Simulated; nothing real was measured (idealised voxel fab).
A process module follows: voxel ribs on slabs.
In the cross-section labelled cut, the width is 290 nm and each square cell is 5 nm.
Throughout this document, each cross-section is represented as a grid of square cells and is presented as a sequence of bands enumerated from the top downward, where a band comprises one or more rows of cells.
Heights first: top, then bottom, in nm. Then materials, left to right, each with a width in nm. "throughout" on a single material: fills the band edge to edge. "blank": empty space.
Heights are measured from 0, the level below which the as-received wafer is all one material; the lowest band has no bottom and continues downward, written as in "0 and below".
Note: "30->40" means the width goes from the first number (top row of the band) to the second number (bottom row) in equal steps per row of cells.
For the purposes of this document, the phrase "all unchanged" attached to a step denotes that no cell within the cross-section was modified by that step.
The entry titled "Fully closed voids" provides the empty spaces that have no open way to the top, restricted to those of 8 cells or more. Each is presented as width x height at distance, the distance being measured from the left edge, with all three in nm.
Read whatever lies past the settings on a step's line as the simulator's own remark about the step.
overlay nm: mask offset rightward from planned place, masked step; negative means leftward offset.
Set out below are the planned steps of the process:
1 RECEIVE,material Si
2 DIRECTIONAL_DEP,material SiO2,thk nm 25
3 DIRECTIONAL_DEP,material SiN,thk nm 20
4 PATTERN,tone cover,mask id RIB,material resist,width nm 30,thk nm 15,overlay nm 0
5 DIRECTIONAL_ETCH,etch materials SiN,depth nm 10
6 STRIP,etch materials resist
7 DIRECTIONAL_DEP,material aC,thk nm 15
8 PATTERN,tone cover,mask id SLAB,material resist,width nm 60,thk nm 30,overlay nm 0
9 DIRECTIONAL_ETCH,etch materials aC,depth nm 15
10 STRIP,etch materials resist
11 DIRECTIONAL_ETCH,etch materials SiN,depth nm 10
12 STRIP,etch materials aC
13 FILL_DEP,material SiO2,thk nm 25
14 CMP,height nm 65
15 DIRECTIONAL_DEP,material TiN,thk nm 5
16 PATTERN,tone cover,mask id HEATER,material resist,width nm 40,thk nm 15,overlay nm 0
17 DIRECTIONAL_ETCH,etch materials TiN,depth nm 5
18 STRIP,etch materials resist
19 CONFORMAL_DEP,material SiO2,thk nm 5
First wafer out of two, processed as planned:
Step 1 complete: cross-section of the wafer as received:
- 0 and below  Si throughout
- Fully closed voids: none
How the wafer stands in section after step 2:
- 25 down to 0  SiO2 throughout
- Note: structure below 0 unchanged.
How the wafer stands in section after step 3:
- 45 down to 25  SiN throughout
- Note: structure below 25 unchanged.
How the wafer stands in section after step 4:
- 60 down to 45  blank: 130, then resist: 30, then blank: 130
- Note: structure below 45 unchanged.
How the wafer stands in section after step 5:
- 60 down to 45  blank: 130, then resist: 30, then blank: 130
- 45 down to 35  blank: 130, then SiN: 30, then blank: 130
- Note: structure below 35 unchanged.
How the wafer stands in section after step 6:
- 45 down to 35  blank: 130, then SiN: 30, then blank: 130
- Note: structure below 35 unchanged.
How the wafer stands in section after step 7:
- 60 down to 50  blank: 130, then aC: 30, then blank: 130
- 50 down to 45  aC throughout
- 45 down to 35  aC: 130, then SiN: 30, then aC: 130
- Note: structure below 35 unchanged.
How the wafer stands in section after step 8:
- 90 down to 60  blank: 115, then resist: 60, then blank: 115
- 60 down to 50  blank: 115, then resist: 15, then aC: 30, then resist: 15, then blank: 115
- Note: structure below 50 unchanged.
How the wafer stands in section after step 9:
- 75 down to 60  blank: 115, then resist: 60, then blank: 115
- 60 down to 50  blank: 115, then resist: 15, then aC: 30, then resist: 15, then blank: 115
- 50 down to 45  blank: 115, then aC: 60, then blank: 115
- 45 down to 35  blank: 115, then aC: 15, then SiN: 30, then aC: 15, then blank: 115
- Note: structure below 35 unchanged.
How the wafer stands in section after step 10:
- 60 down to 50  blank: 130, then aC: 30, then blank: 130
- Note: structure below 50 unchanged.
How the wafer stands in section after step 11:
- 60 down to 50  blank: 130, then aC: 30, then blank: 130
- 50 down to 45  blank: 115, then aC: 60, then blank: 115
- 45 down to 35  blank: 115, then aC: 15, then SiN: 30, then aC: 15, then blank: 115
- 35 down to 25  blank: 115, then SiN: 60, then blank: 115
- Note: structure below 25 unchanged.
How the wafer stands in section after step 12:
- 45 down to 35  blank: 130, then SiN: 30, then blank: 130
- Note: structure below 35 unchanged.
How the wafer stands in section after step 13:
- 70 down to 45  SiO2 throughout
- 45 down to 35  SiO2: 130, then SiN: 30, then SiO2: 130
- 35 down to 25  SiO2: 115, then SiN: 60, then SiO2: 115
- Note: structure below 25 unchanged.
How the wafer stands in section after step 14:
- 65 down to 45  SiO2 throughout
- Note: structure below 45 unchanged.
How the wafer stands in section after step 15:
- 70 down to 65  TiN throughout
- Note: structure below 65 unchanged.
How the wafer stands in section after step 16:
- 85 down to 70  blank: 125, then resist: 40, then blank: 125
- Note: structure below 70 unchanged.
How the wafer stands in section after step 17:
- 85 down to 70  blank: 125, then resist: 40, then blank: 125
- 70 down to 65  blank: 125, then TiN: 40, then blank: 125
- Note: structure below 65 unchanged.
How the wafer stands in section after step 18:
- 70 down to 65  blank: 125, then TiN: 40, then blank: 125
- Note: structure below 65 unchanged.
How the wafer stands in section after step 19:
- 75 down to 70  blank: 120, then SiO2: 50, then blank: 120
- 70 down to 65  SiO2: 125, then TiN: 40, then SiO2: 125
- Note: structure below 65 unchanged.
Second of two: same start, same plan, one run error; steps up to and including 18 match the first:
Second wafer, sectioned view, at step 19's planned end time: all unchanged
Plan not followed: not run: step 19 of the plan (skipped)
At the finish, the second wafer shows more or fewer cells for some materials than the first does: -60 SiO2
